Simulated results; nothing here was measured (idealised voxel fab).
process module | voxel air gaps
cross-section cut | 300 nm wide | cells 5 nm
A cross-section is a grid of square cells, given in bands from the top down. A band is one or more rows of cells.
Each band's line starts with the height of the band's top and of its bottom, in nm. Then come its materials from left to right, each with its width in nm. One material with "throughout" fills the band from edge to edge. "air" is empty space.
Height 0 is the level under which the wafer as received is all one material. The lowest band goes on downwards, as in "0 down".
A width such as "30 to 40" changes by the same amount from each row of cells to the next, from the band's top row to its bottom row.
"no change" after a step means that no cell of the cross-section changed.
closed voids: empty space of 8 cells or more with no open way to the top, each as width x height at its distance from the left edge, in nm
after a step's settings: what the simulator itself notes on the step
overlay nm, on a step with a mask: how far to the right of its planned place the mask lay; to the left if negative
Each pair below shows a cross-section before one step and the cross-section after it, down to the lowest band that changed. The line under each pair gives the step between them, with its settings. The pairs can come from different runs of this module on the same starting wafer, so a pair continues from the pair above only where its "before" says so.
before
  0 down: Si throughout
  closed voids: none
after
  10 to 0: SiO2 throughout
  below 0: unchanged
  closed voids: none
the step between: op CONFORMAL_DEP | material SiO2 | thk nm 10
before: the cross-section after the pair above
after
  15 to 10: SiN throughout
  below 10: unchanged
  closed voids: none
the step between: op CONFORMAL_DEP | material SiN | thk nm 5
before: the cross-section after the pair above
after
  55 to 15: SiO2 throughout
  below 15: unchanged
  closed voids: none
the step between: op DIRECTIONAL_DEP | material SiO2 | thk nm 40
before: the cross-section after the pair above
after
  55 to 15: SiO2 70 | air 20 | SiO2 25 | air 20 | SiO2 25 | air 20 | SiO2 25 | air 20 | SiO2 75
  below 15: unchanged
  closed voids: none
the step between: op MASKED_ETCH | tone open | mask id LINES | width nm 20 | pitch nm 45 | etch materials SiO2 | depth nm 40 | overlay nm 0
before: the cross-section after the pair above
after
  60 to 55: TiN 75 | air 10 | TiN 35 | air 10 | TiN 35 | air 10 | TiN 35 | air 10 | TiN 80
  55 to 20: SiO2 70 | TiN 5 | air 10 | TiN 5 | SiO2 25 | TiN 5 | air 10 | TiN 5 | SiO2 25 | TiN 5 | air 10 | TiN 5 | SiO2 25 | TiN 5 | air 10 | TiN 5 | SiO2 75
  20 to 15: SiO2 70 | TiN 20 | SiO2 25 | TiN 20 | SiO2 25 | TiN 20 | SiO2 25 | TiN 20 | SiO2 75
  below 15: unchanged
  closed voids: none
the step between: op CONFORMAL_DEP | material TiN | thk nm 5
before: the cross-section after the pair above
after
  70 to 60: W throughout
  60 to 55: TiN 75 | W 10 | TiN 35 | W 10 | TiN 35 | W 10 | TiN 35 | W 10 | TiN 80
  55 to 20: SiO2 70 | TiN 5 | W 10 | TiN 5 | SiO2 25 | TiN 5 | W 10 | TiN 5 | SiO2 25 | TiN 5 | W 10 | TiN 5 | SiO2 25 | TiN 5 | W 10 | TiN 5 | SiO2 75
  below 20: unchanged
  closed voids: none
the step between: op FILL_DEP | material W | thk nm 10
before: the cross-section after the pair above
after
  55 to 20: SiO2 70 | TiN 5 | W 10 | TiN 5 | SiO2 25 | TiN 5 | W 10 | TiN 5 | SiO2 25 | TiN 5 | W 10 | TiN 5 | SiO2 25 | TiN 5 | W 10 | TiN 5 | SiO2 75
  below 20: unchanged
  closed voids: none
the step between: op CMP | height nm 55
before: the cross-section after the pair above
after
  65 to 55: air 60 | Ru 40 | air 5 | Ru 40 | air 5 | Ru 40 | air 5 | Ru 40 | air 65
  below 55: unchanged
  closed voids: none
the step between: op EPI | material Ru | thk nm 10
before: the cross-section after the pair above
after
  65 to 55: air 60 | Ru 40 | air 5 | Ru 40 | air 5 | Ru 40 | air 5 | Ru 40 | air 65
  55 to 20: air 70 | TiN 5 | W 10 | TiN 5 | air 25 | TiN 5 | W 10 | TiN 5 | air 25 | TiN 5 | W 10 | TiN 5 | air 25 | TiN 5 | W 10 | TiN 5 | air 75
  20 to 15: air 70 | TiN 20 | air 25 | TiN 20 | air 25 | TiN 20 | air 25 | TiN 20 | air 75
  below 15: unchanged
  closed voids: none
the step between: op SELECTIVE_ETCH | etch materials SiO2 | depth nm 50
before: the cross-section after the pair above
after
  70 to 65: air 55 | SiN 185 | air 60
  65 to 55: air 55 | SiN 5 | Ru 40 | SiN 5 | Ru 40 | SiN 5 | Ru 40 | SiN 5 | Ru 40 | SiN 5 | air 60
  55 to 50: air 55 | SiN 15 | TiN 5 | W 10 | TiN 5 | SiN 25 | TiN 5 | W 10 | TiN 5 | SiN 25 | TiN 5 | W 10 | TiN 5 | SiN 25 | TiN 5 | W 10 | TiN 5 | SiN 15 | air 60
  50 to 20: air 65 | SiN 5 | TiN 5 | W 10 | TiN 5 | SiN 5 | air 15 | SiN 5 | TiN 5 | W 10 | TiN 5 | SiN 5 | air 15 | SiN 5 | TiN 5 | W 10 | TiN 5 | SiN 5 | air 15 | SiN 5 | TiN 5 | W 10 | TiN 5 | SiN 5 | air 70
  20 to 15: SiN 70 | TiN 20 | SiN 25 | TiN 20 | SiN 25 | TiN 20 | SiN 25 | TiN 20 | SiN 75
  below 15: unchanged
  closed voids: 15 x 30 at 95; 15 x 30 at 140; 15 x 30 at 185
the step between: op CONFORMAL_DEP | material SiN | thk nm 5
before
  0 down: Si throughout
  closed voids: none
after
  5 to 0: SiN throughout
  below 0: unchanged
  closed voids: none
the step between: op CONFORMAL_DEP | material SiN | thk nm 5
before: the cross-section after the pair above
after
  45 to 5: SiO2 throughout
  below 5: unchanged
  closed voids: none
the step between: op DIRECTIONAL_DEP | material SiO2 | thk nm 40
before: the cross-section after the pair above
after
  45 to 5: SiO2 70 | air 20 | SiO2 25 | air 20 | SiO2 25 | air 20 | SiO2 25 | air 20 | SiO2 75
  below 5: unchanged
  closed voids: none
the step between: op MASKED_ETCH | tone open | mask id LINES | width nm 20 | pitch nm 45 | etch materials SiO2 | depth nm 40 | overlay nm 0
before: the cross-section after the pair above
after
  50 to 45: TiN 75 | air 10 | TiN 35 | air 10 | TiN 35 | air 10 | TiN 35 | air 10 | TiN 80
  45 to 10: SiO2 70 | TiN 5 | air 10 | TiN 5 | SiO2 25 | TiN 5 | air 10 | TiN 5 | SiO2 25 | TiN 5 | air 10 | TiN 5 | SiO2 25 | TiN 5 | air 10 | TiN 5 | SiO2 75
  10 to 5: SiO2 70 | TiN 20 | SiO2 25 | TiN 20 | SiO2 25 | TiN 20 | SiO2 25 | TiN 20 | SiO2 75
  below 5: unchanged
  closed voids: none
the step between: op CONFORMAL_DEP | material TiN | thk nm 5
before: the cross-section after the pair above
after
  60 to 50: W throughout
  50 to 45: TiN 75 | W 10 | TiN 35 | W 10 | TiN 35 | W 10 | TiN 35 | W 10 | TiN 80
  45 to 10: SiO2 70 | TiN 5 | W 10 | TiN 5 | SiO2 25 | TiN 5 | W 10 | TiN 5 | SiO2 25 | TiN 5 | W 10 | TiN 5 | SiO2 25 | TiN 5 | W 10 | TiN 5 | SiO2 75
  below 10: unchanged
  closed voids: none
the step between: op FILL_DEP | material W | thk nm 10
before: the cross-section after the pair above
after
  55 to 50: W throughout
  below 50: unchanged
  closed voids: none
the step between: op CMP | height nm 55
before: the cross-section after the pair above
after
  65 to 55: Ru throughout
  below 55: unchanged
  closed voids: none
the step between: op EPI | material Ru | thk nm 10
before: the cross-section after the pair above
after
  70 to 65: SiN throughout
  below 65: unchanged
  closed voids: none
the step between: op CONFORMAL_DEP | material SiN | thk nm 5
before
  65 to 55: air 60 | Ru 40 | air 5 | Ru 40 | air 5 | Ru 40 | air 5 | Ru 40 | air 65
  55 to 20: SiO2 70 | TiN 5 | W 10 | TiN 5 | SiO2 25 | TiN 5 | W 10 | TiN 5 | SiO2 25 | TiN 5 | W 10 | TiN 5 | SiO2 25 | TiN 5 | W 10 | TiN 5 | SiO2 75
  20 to 15: SiO2 70 | TiN 20 | SiO2 25 | TiN 20 | SiO2 25 | TiN 20 | SiO2 25 | TiN 20 | SiO2 75
  15 to 10: SiN throughout
  10 to 0: SiO2 throughout
  0 down: Si throughout
  closed voids: none
after
  75 to 55: air 50 | Ru 195 | air 55
  below 55: unchanged
  closed voids: none
the step between: op EPI | material Ru | thk nm 10
before: the cross-section after the pair above
after
  75 to 55: air 50 | Ru 195 | air 55
  55 to 20: air 70 | TiN 5 | W 10 | TiN 5 | SiO2 25 | TiN 5 | W 10 | TiN 5 | SiO2 25 | TiN 5 | W 10 | TiN 5 | SiO2 25 | TiN 5 | W 10 | TiN 5 | air 75
  20 to 15: air 70 | TiN 20 | SiO2 25 | TiN 20 | SiO2 25 | TiN 20 | SiO2 25 | TiN 20 | air 75
  below 15: unchanged
  closed voids: none
the step between: op SELECTIVE_ETCH | etch materials SiO2 | depth nm 50
before: the cross-section after the pair above
after
  80 to 75: air 45 | SiN 205 | air 50
  75 to 55: air 45 | SiN 5 | Ru 195 | SiN 5 | air 50
  55 to 50: air 45 | SiN 25 | TiN 5 | W 10 | TiN 5 | SiO2 25 | TiN 5 | W 10 | TiN 5 | SiO2 25 | TiN 5 | W 10 | TiN 5 | SiO2 25 | TiN 5 | W 10 | TiN 5 | SiN 25 | air 50
  50 to 20: air 65 | SiN 5 | TiN 5 | W 10 | TiN 5 | SiO2 25 | TiN 5 | W 10 | TiN 5 | SiO2 25 | TiN 5 | W 10 | TiN 5 | SiO2 25 | TiN 5 | W 10 | TiN 5 | SiN 5 | air 70
  20 to 15: SiN 70 | TiN 20 | SiO2 25 | TiN 20 | SiO2 25 | TiN 20 | SiO2 25 | TiN 20 | SiN 75
  below 15: unchanged
  closed voids: none
the step between: op CONFORMAL_DEP | material SiN | thk nm 5
before
  55 to 20: SiO2 70 | TiN 5 | W 10 | TiN 5 | SiO2 25 | TiN 5 | W 10 | TiN 5 | SiO2 25 | TiN 5 | W 10 | TiN 5 | SiO2 25 | TiN 5 | W 10 | TiN 5 | SiO2 75
  20 to 15: SiO2 70 | TiN 20 | SiO2 25 | TiN 20 | SiO2 25 | TiN 20 | SiO2 25 | TiN 20 | SiO2 75
  15 to 10: SiN throughout
  10 to 0: SiO2 throughout
  0 down: Si throughout
  closed voids: none
after
  55 to 20: air 70 | TiN 5 | W 10 | TiN 5 | air 25 | TiN 5 | W 10 | TiN 5 | air 25 | TiN 5 | W 10 | TiN 5 | air 25 | TiN 5 | W 10 | TiN 5 | air 75
  20 to 15: air 70 | TiN 20 | air 25 | TiN 20 | air 25 | TiN 20 | air 25 | TiN 20 | air 75
  below 15: unchanged
  closed voids: none
the step between: op SELECTIVE_ETCH | etch materials SiO2 | depth nm 50
before: the cross-section after the pair above
after
  65 to 55: air 60 | Ru 40 | air 5 | Ru 40 | air 5 | Ru 40 | air 5 | Ru 40 | air 65
  55 to 20: air 60 | Ru 10 | TiN 5 | W 10 | TiN 5 | Ru 10 | air 5 | Ru 10 | TiN 5 | W 10 | TiN 5 | Ru 10 | air 5 | Ru 10 | TiN 5 | W 10 | TiN 5 | Ru 10 | air 5 | Ru 10 | TiN 5 | W 10 | TiN 5 | Ru 10 | air 65
  20 to 15: air 60 | Ru 10 | TiN 20 | Ru 10 | air 5 | Ru 10 | TiN 20 | Ru 10 | air 5 | Ru 10 | TiN 20 | Ru 10 | air 5 | Ru 10 | TiN 20 | Ru 10 | air 65
  below 15: unchanged
  closed voids: none
the step between: op EPI | material Ru | thk nm 10
before: the cross-section after the pair above
after
  70 to 65: air 55 | SiN 185 | air 60
  65 to 55: air 55 | SiN 5 | Ru 40 | SiN 5 | Ru 40 | SiN 5 | Ru 40 | SiN 5 | Ru 40 | SiN 5 | air 60
  55 to 20: air 55 | SiN 5 | Ru 10 | TiN 5 | W 10 | TiN 5 | Ru 10 | SiN 5 | Ru 10 | TiN 5 | W 10 | TiN 5 | Ru 10 | SiN 5 | Ru 10 | TiN 5 | W 10 | TiN 5 | Ru 10 | SiN 5 | Ru 10 | TiN 5 | W 10 | TiN 5 | Ru 10 | SiN 5 | air 60
  20 to 15: SiN 60 | Ru 10 | TiN 20 | Ru 10 | SiN 5 | Ru 10 | TiN 20 | Ru 10 | SiN 5 | Ru 10 | TiN 20 | Ru 10 | SiN 5 | Ru 10 | TiN 20 | Ru 10 | SiN 65
  below 15: unchanged
  closed voids: none
the step between: op CONFORMAL_DEP | material SiN | thk nm 5
before
  70 to 60: W throughout
  60 to 55: TiN 75 | W 10 | TiN 35 | W 10 | TiN 35 | W 10 | TiN 35 | W 10 | TiN 80
  55 to 20: SiO2 70 | TiN 5 | W 10 | TiN 5 | SiO2 25 | TiN 5 | W 10 | TiN 5 | SiO2 25 | TiN 5 | W 10 | TiN 5 | SiO2 25 | TiN 5 | W 10 | TiN 5 | SiO2 75
  20 to 15: SiO2 70 | TiN 20 | SiO2 25 | TiN 20 | SiO2 25 | TiN 20 | SiO2 25 | TiN 20 | SiO2 75
  15 to 10: SiN throughout
  10 to 0: SiO2 throughout
  0 down: Si throughout
  closed voids: none
after
  45 to 20: SiO2 70 | TiN 5 | W 10 | TiN 5 | SiO2 25 | TiN 5 | W 10 | TiN 5 | SiO2 25 | TiN 5 | W 10 | TiN 5 | SiO2 25 | TiN 5 | W 10 | TiN 5 | SiO2 75
  below 20: unchanged
  closed voids: none
the step between: op CMP | height nm 45
before: the cross-section after the pair above
after
  55 to 45: air 60 | Ru 40 | air 5 | Ru 40 | air 5 | Ru 40 | air 5 | Ru 40 | air 65
  below 45: unchanged
  closed voids: none
the step between: op EPI | material Ru | thk nm 10
before: the cross-section after the pair above
after
  55 to 45: air 60 | Ru 40 | air 5 | Ru 40 | air 5 | Ru 40 | air 5 | Ru 40 | air 65
  45 to 20: air 70 | TiN 5 | W 10 | TiN 5 | air 25 | TiN 5 | W 10 | TiN 5 | air 25 | TiN 5 | W 10 | TiN 5 | air 25 | TiN 5 | W 10 | TiN 5 | air 75
  20 to 15: air 70 | TiN 20 | air 25 | TiN 20 | air 25 | TiN 20 | air 25 | TiN 20 | air 75
  below 15: unchanged
  closed voids: none
the step between: op SELECTIVE_ETCH | etch materials SiO2 | depth nm 50
before: the cross-section after the pair above
after
  60 to 55: air 55 | SiN 185 | air 60
  55 to 45: air 55 | SiN 5 | Ru 40 | SiN 5 | Ru 40 | SiN 5 | Ru 40 | SiN 5 | Ru 40 | SiN 5 | air 60
  45 to 40: air 55 | SiN 15 | TiN 5 | W 10 | TiN 5 | SiN 25 | TiN 5 | W 10 | TiN 5 | SiN 25 | TiN 5 | W 10 | TiN 5 | SiN 25 | TiN 5 | W 10 | TiN 5 | SiN 15 | air 60
  40 to 20: air 65 | SiN 5 | TiN 5 | W 10 | TiN 5 | SiN 5 | air 15 | SiN 5 | TiN 5 | W 10 | TiN 5 | SiN 5 | air 15 | SiN 5 | TiN 5 | W 10 | TiN 5 | SiN 5 | air 15 | SiN 5 | TiN 5 | W 10 | TiN 5 | SiN 5 | air 70
  20 to 15: SiN 70 | TiN 20 | SiN 25 | TiN 20 | SiN 25 | TiN 20 | SiN 25 | TiN 20 | SiN 75
  below 15: unchanged
  closed voids: 15 x 20 at 95; 15 x 20 at 140; 15 x 20 at 185
the step between: op CONFORMAL_DEP | material SiN | thk nm 5
before
  55 to 15: SiO2 throughout
  15 to 10: SiN throughout
  10 to 0: SiO2 throughout
  0 down: Si throughout
  closed voids: none
after
  55 to 15: SiO2 75 | air 15 | SiO2 30 | air 15 | SiO2 30 | air 15 | SiO2 30 | air 15 | SiO2 75
  below 15: unchanged
  closed voids: none
the step between: op MASKED_ETCH | tone open | mask id LINES | width nm 15 | pitch nm 45 | etch materials SiO2 | depth nm 40 | overlay nm 0
before: the cross-section after the pair above
after
  60 to 55: TiN 80 | air 5 | TiN 40 | air 5 | TiN 40 | air 5 | TiN 40 | air 5 | TiN 80
  55 to 20: SiO2 75 | TiN 5 | air 5 | TiN 5 | SiO2 30 | TiN 5 | air 5 | TiN 5 | SiO2 30 | TiN 5 | air 5 | TiN 5 | SiO2 30 | TiN 5 | air 5 | TiN 5 | SiO2 75
  20 to 15: SiO2 75 | TiN 15 | SiO2 30 | TiN 15 | SiO2 30 | TiN 15 | SiO2 30 | TiN 15 | SiO2 75
  below 15: unchanged
  closed voids: none
the step between: op CONFORMAL_DEP | material TiN | thk nm 5
before: the cross-section after the pair above
after
  70 to 60: W throughout
  60 to 55: TiN 80 | W 5 | TiN 40 | W 5 | TiN 40 | W 5 | TiN 40 | W 5 | TiN 80
  55 to 20: SiO2 75 | TiN 5 | W 5 | TiN 5 | SiO2 30 | TiN 5 | W 5 | TiN 5 | SiO2 30 | TiN 5 | W 5 | TiN 5 | SiO2 30 | TiN 5 | W 5 | TiN 5 | SiO2 75
  below 20: unchanged
  closed voids: none
the step between: op FILL_DEP | material W | thk nm 10
before: the cross-section after the pair above
after
  55 to 20: SiO2 75 | TiN 5 | W 5 | TiN 5 | SiO2 30 | TiN 5 | W 5 | TiN 5 | SiO2 30 | TiN 5 | W 5 | TiN 5 | SiO2 30 | TiN 5 | W 5 | TiN 5 | SiO2 75
  below 20: unchanged
  closed voids: none
the step between: op CMP | height nm 55
before: the cross-section after the pair above
after
  65 to 55: air 65 | Ru 35 | air 10 | Ru 35 | air 10 | Ru 35 | air 10 | Ru 35 | air 65
  below 55: unchanged
  closed voids: none
the step between: op EPI | material Ru | thk nm 10
before: the cross-section after the pair above
after
  65 to 55: air 65 | Ru 35 | air 10 | Ru 35 | air 10 | Ru 35 | air 10 | Ru 35 | air 65
  55 to 20: air 75 | TiN 5 | W 5 | TiN 5 | air 30 | TiN 5 | W 5 | TiN 5 | air 30 | TiN 5 | W 5 | TiN 5 | air 30 | TiN 5 | W 5 | TiN 5 | air 75
  20 to 15: air 75 | TiN 15 | air 30 | TiN 15 | air 30 | TiN 15 | air 30 | TiN 15 | air 75
  below 15: unchanged
  closed voids: none
the step between: op SELECTIVE_ETCH | etch materials SiO2 | depth nm 50
before: the cross-section after the pair above
after
  70 to 65: air 60 | SiN 180 | air 60
  65 to 55: air 60 | SiN 5 | Ru 35 | SiN 10 | Ru 35 | SiN 10 | Ru 35 | SiN 10 | Ru 35 | SiN 5 | air 60
  55 to 50: air 60 | SiN 15 | TiN 5 | W 5 | TiN 5 | SiN 30 | TiN 5 | W 5 | TiN 5 | SiN 30 | TiN 5 | W 5 | TiN 5 | SiN 30 | TiN 5 | W 5 | TiN 5 | SiN 15 | air 60
  50 to 20: air 70 | SiN 5 | TiN 5 | W 5 | TiN 5 | SiN 5 | air 20 | SiN 5 | TiN 5 | W 5 | TiN 5 | SiN 5 | air 20 | SiN 5 | TiN 5 | W 5 | TiN 5 | SiN 5 | air 20 | SiN 5 | TiN 5 | W 5 | TiN 5 | SiN 5 | air 70
  20 to 15: SiN 75 | TiN 15 | SiN 30 | TiN 15 | SiN 30 | TiN 15 | SiN 30 | TiN 15 | SiN 75
  below 15: unchanged
  closed voids: 20 x 30 at 95; 20 x 30 at 140; 20 x 30 at 185
the step between: op CONFORMAL_DEP | material SiN | thk nm 5
before
  55 to 15: SiO2 throughout
  15 to 10: SiN throughout
  10 to 0: SiO2 throughout
  0 down: Si throughout
  closed voids: none
after
  55 to 15: SiO2 80 | air 20 | SiO2 25 | air 20 | SiO2 25 | air 20 | SiO2 25 | air 20 | SiO2 65
  below 15: unchanged
  closed voids: none
the step between: op MASKED_ETCH | tone open | mask id LINES | width nm 20 | pitch nm 45 | etch materials SiO2 | depth nm 40 | overlay nm 10
before: the cross-section after the pair above
after
  60 to 55: TiN 85 | air 10 | TiN 35 | air 10 | TiN 35 | air 10 | TiN 35 | air 10 | TiN 70
  55 to 20: SiO2 80 | TiN 5 | air 10 | TiN 5 | SiO2 25 | TiN 5 | air 10 | TiN 5 | SiO2 25 | TiN 5 | air 10 | TiN 5 | SiO2 25 | TiN 5 | air 10 | TiN 5 | SiO2 65
  20 to 15: SiO2 80 | TiN 20 | SiO2 25 | TiN 20 | SiO2 25 | TiN 20 | SiO2 25 | TiN 20 | SiO2 65
  below 15: unchanged
  closed voids: none
the step between: op CONFORMAL_DEP | material TiN | thk nm 5
before: the cross-section after the pair above
after
  70 to 60: W throughout
  60 to 55: TiN 85 | W 10 | TiN 35 | W 10 | TiN 35 | W 10 | TiN 35 | W 10 | TiN 70
  55 to 20: SiO2 80 | TiN 5 | W 10 | TiN 5 | SiO2 25 | TiN 5 | W 10 | TiN 5 | SiO2 25 | TiN 5 | W 10 | TiN 5 | SiO2 25 | TiN 5 | W 10 | TiN 5 | SiO2 65
  below 20: unchanged
  closed voids: none
the step between: op FILL_DEP | material W | thk nm 10
before: the cross-section after the pair above
after
  55 to 20: SiO2 80 | TiN 5 | W 10 | TiN 5 | SiO2 25 | TiN 5 | W 10 | TiN 5 | SiO2 25 | TiN 5 | W 10 | TiN 5 | SiO2 25 | TiN 5 | W 10 | TiN 5 | SiO2 65
  below 20: unchanged
  closed voids: none
the step between: op CMP | height nm 55
before: the cross-section after the pair above
after
  65 to 55: air 70 | Ru 40 | air 5 | Ru 40 | air 5 | Ru 40 | air 5 | Ru 40 | air 55
  below 55: unchanged
  closed voids: none
the step between: op EPI | material Ru | thk nm 10
before: the cross-section after the pair above
after
  65 to 55: air 70 | Ru 40 | air 5 | Ru 40 | air 5 | Ru 40 | air 5 | Ru 40 | air 55
  55 to 20: air 80 | TiN 5 | W 10 | TiN 5 | air 25 | TiN 5 | W 10 | TiN 5 | air 25 | TiN 5 | W 10 | TiN 5 | air 25 | TiN 5 | W 10 | TiN 5 | air 65
  20 to 15: air 80 | TiN 20 | air 25 | TiN 20 | air 25 | TiN 20 | air 25 | TiN 20 | air 65
  below 15: unchanged
  closed voids: none
the step between: op SELECTIVE_ETCH | etch materials SiO2 | depth nm 50
before: the cross-section after the pair above
after
  70 to 65: air 65 | SiN 185 | air 50
  65 to 55: air 65 | SiN 5 | Ru 40 | SiN 5 | Ru 40 | SiN 5 | Ru 40 | SiN 5 | Ru 40 | SiN 5 | air 50
  55 to 50: air 65 | SiN 15 | TiN 5 | W 10 | TiN 5 | SiN 25 | TiN 5 | W 10 | TiN 5 | SiN 25 | TiN 5 | W 10 | TiN 5 | SiN 25 | TiN 5 | W 10 | TiN 5 | SiN 15 | air 50
  50 to 20: air 75 | SiN 5 | TiN 5 | W 10 | TiN 5 | SiN 5 | air 15 | SiN 5 | TiN 5 | W 10 | TiN 5 | SiN 5 | air 15 | SiN 5 | TiN 5 | W 10 | TiN 5 | SiN 5 | air 15 | SiN 5 | TiN 5 | W 10 | TiN 5 | SiN 5 | air 60
  20 to 15: SiN 80 | TiN 20 | SiN 25 | TiN 20 | SiN 25 | TiN 20 | SiN 25 | TiN 20 | SiN 65
  below 15: unchanged
  closed voids: 15 x 30 at 105; 15 x 30 at 150; 15 x 30 at 195
the step between: op CONFORMAL_DEP | material SiN | thk nm 5
before
  65 to 55: air 60 | Ru 40 | air 5 | Ru 40 | air 5 | Ru 40 | air 5 | Ru 40 | air 65
  55 to 20: air 70 | TiN 5 | W 10 | TiN 5 | air 25 | TiN 5 | W 10 | TiN 5 | air 25 | TiN 5 | W 10 | TiN 5 | air 25 | TiN 5 | W 10 | TiN 5 | air 75
  20 to 15: air 70 | TiN 20 | air 25 | TiN 20 | air 25 | TiN 20 | air 25 | TiN 20 | air 75
  15 to 10: SiN throughout
  10 to 0: SiO2 throughout
  0 down: Si throughout
  closed voids: none
after
  70 to 65: air 55 | TiN 185 | air 60
  65 to 55: air 55 | TiN 5 | Ru 40 | TiN 5 | Ru 40 | TiN 5 | Ru 40 | TiN 5 | Ru 40 | TiN 5 | air 60
  55 to 50: air 55 | TiN 20 | W 10 | TiN 35 | W 10 | TiN 35 | W 10 | TiN 35 | W 10 | TiN 20 | air 60
  50 to 20: air 65 | TiN 10 | W 10 | TiN 10 | air 15 | TiN 10 | W 10 | TiN 10 | air 15 | TiN 10 | W 10 | TiN 10 | air 15 | TiN 10 | W 10 | TiN 10 | air 70
  20 to 15: TiN throughout
  below 15: unchanged
  closed voids: 15 x 30 at 95; 15 x 30 at 140; 15 x 30 at 185
the step between: op CONFORMAL_DEP | material TiN | thk nm 5
before
  55 to 15: SiO2 throughout
  15 to 10: SiN throughout
  10 to 0: SiO2 throughout
  0 down: Si throughout
  closed voids: none
after
  55 to 15: air 70 | SiO2 20 | air 25 | SiO2 20 | air 25 | SiO2 20 | air 25 | SiO2 20 | air 75
  below 15: unchanged
  closed voids: none
the step between: op MASKED_ETCH | tone cover | mask id LINES | width nm 20 | pitch nm 45 | etch materials SiO2 | depth nm 40 | overlay nm 0
before: the cross-section after the pair above
after
  60 to 55: air 65 | TiN 30 | air 15 | TiN 30 | air 15 | TiN 30 | air 15 | TiN 30 | air 70
  55 to 20: air 65 | TiN 5 | SiO2 20 | TiN 5 | air 15 | TiN 5 | SiO2 20 | TiN 5 | air 15 | TiN 5 | SiO2 20 | TiN 5 | air 15 | TiN 5 | SiO2 20 | TiN 5 | air 70
  20 to 15: TiN 70 | SiO2 20 | TiN 25 | SiO2 20 | TiN 25 | SiO2 20 | TiN 25 | SiO2 20 | TiN 75
  below 15: unchanged
  closed voids: none
the step between: op CONFORMAL_DEP | material TiN | thk nm 5
before: the cross-section after the pair above
after
  70 to 60: W throughout
  60 to 55: W 65 | TiN 30 | W 15 | TiN 30 | W 15 | TiN 30 | W 15 | TiN 30 | W 70
  55 to 20: W 65 | TiN 5 | SiO2 20 | TiN 5 | W 15 | TiN 5 | SiO2 20 | TiN 5 | W 15 | TiN 5 | SiO2 20 | TiN 5 | W 15 | TiN 5 | SiO2 20 | TiN 5 | W 70
  below 20: unchanged
  closed voids: none
the step between: op FILL_DEP | material W | thk nm 10
before: the cross-section after the pair above
after
  55 to 20: W 65 | TiN 5 | SiO2 20 | TiN 5 | W 15 | TiN 5 | SiO2 20 | TiN 5 | W 15 | TiN 5 | SiO2 20 | TiN 5 | W 15 | TiN 5 | SiO2 20 | TiN 5 | W 70
  below 20: unchanged
  closed voids: none
the step between: op CMP | height nm 55
before: the cross-section after the pair above
after
  65 to 55: Ru throughout
  below 55: unchanged
  closed voids: none
the step between: op EPI | material Ru | thk nm 10
before: the cross-section after the pair above
after
  70 to 65: SiN throughout
  below 65: unchanged
  closed voids: none
the step between: op CONFORMAL_DEP | material SiN | thk nm 5
